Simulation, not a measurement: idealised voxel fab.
Process module name: voxel fin reveal
This is section cut - it's 275 nm across, gridded in 5 nm square cells.
Cross-section spec: square-cell grid; bands listed top down; each band is one or more rows.
The band entry comprises the height of the band's top followed by the height of its bottom, expressed in nm, and subsequently the band's materials from left to right, each stated together with its width in nm. Where a single material is marked with the word "everywhere", that material fills the band from edge to edge. The word "empty" represents empty space.
All heights in this document are referenced to 0, defined as the level beneath which the wafer, as received, consists entirely of one material. The lowest band is not bounded below; it extends indefinitely downward and is written in the form "0..down".
A two-number width, for instance "30..40", indicates that the width is equal to the first number in the top row of the band and to the second number in the bottom row, and that it changes by a constant amount per row of cells.
It should be understood that the words "everything unchanged", when stated for a given step, signify that the cross-section underwent no change in any of its cells during that step.
Reported under the label "Enclosed void catalog" are the empty spaces having no open way to the top and comprising 8 cells or more; the notation for each is width x height at distance, in which the distance is measured from the left edge and all three values are in nm.
On each step's line, the part that comes after the settings is the simulator's own comment on the step.
overlay nm, on a step with a mask: how far to the right of its planned place the mask lay; to the left if negative
Steps in the process plan:
1,RECEIVE (material Si)
2,CONFORMAL_DEP (material SiN; thk nm 10)
3,PATTERN (tone cover; mask id FINS; material resist; width nm 15; pitch nm 35; thk nm 20; overlay nm 0)
4,DIRECTIONAL_ETCH (etch materials SiN; depth nm 10)
5,DIRECTIONAL_ETCH (etch materials Si; depth nm 40)
6,STRIP (etch materials resist)
7,OXIDIZE (depth nm 5)
8,FILL_DEP (material SiO2; thk nm 15)
9,CMP (height nm 10)
10,SELECTIVE_ETCH (etch materials SiO2; depth nm 25)
11,STRIP (etch materials SiN)
12,CONFORMAL_DEP (material HfO2; thk nm 5)
Step 1 complete: cross-section of the wafer as received:
0..down: Si everywhere
Enclosed void catalog: none
One mistake in running the module, otherwise start and plan as above: cross-section at the end:
5..0: empty (100), HfO2 (15), empty (20), HfO2 (15), empty (125)
0..-10: empty (100), HfO2 (5), Si (5), HfO2 (5), empty (20), HfO2 (5), Si (5), HfO2 (5), empty (125)
-10..-15: HfO2 (105), Si (5), HfO2 (30), Si (5), HfO2 (130)
-15..-45: SiO2 (105), Si (5), SiO2 (30), Si (5), SiO2 (130)
-45..down: Si everywhere
Enclosed void catalog: none
Finding, execution versus plan: step 3 ran differently from the plan; actual operation with settings: PATTERN (tone cover; mask id FINS; material resist; width nm 15; pitch nm 35; thk nm 20; overlay nm -10)
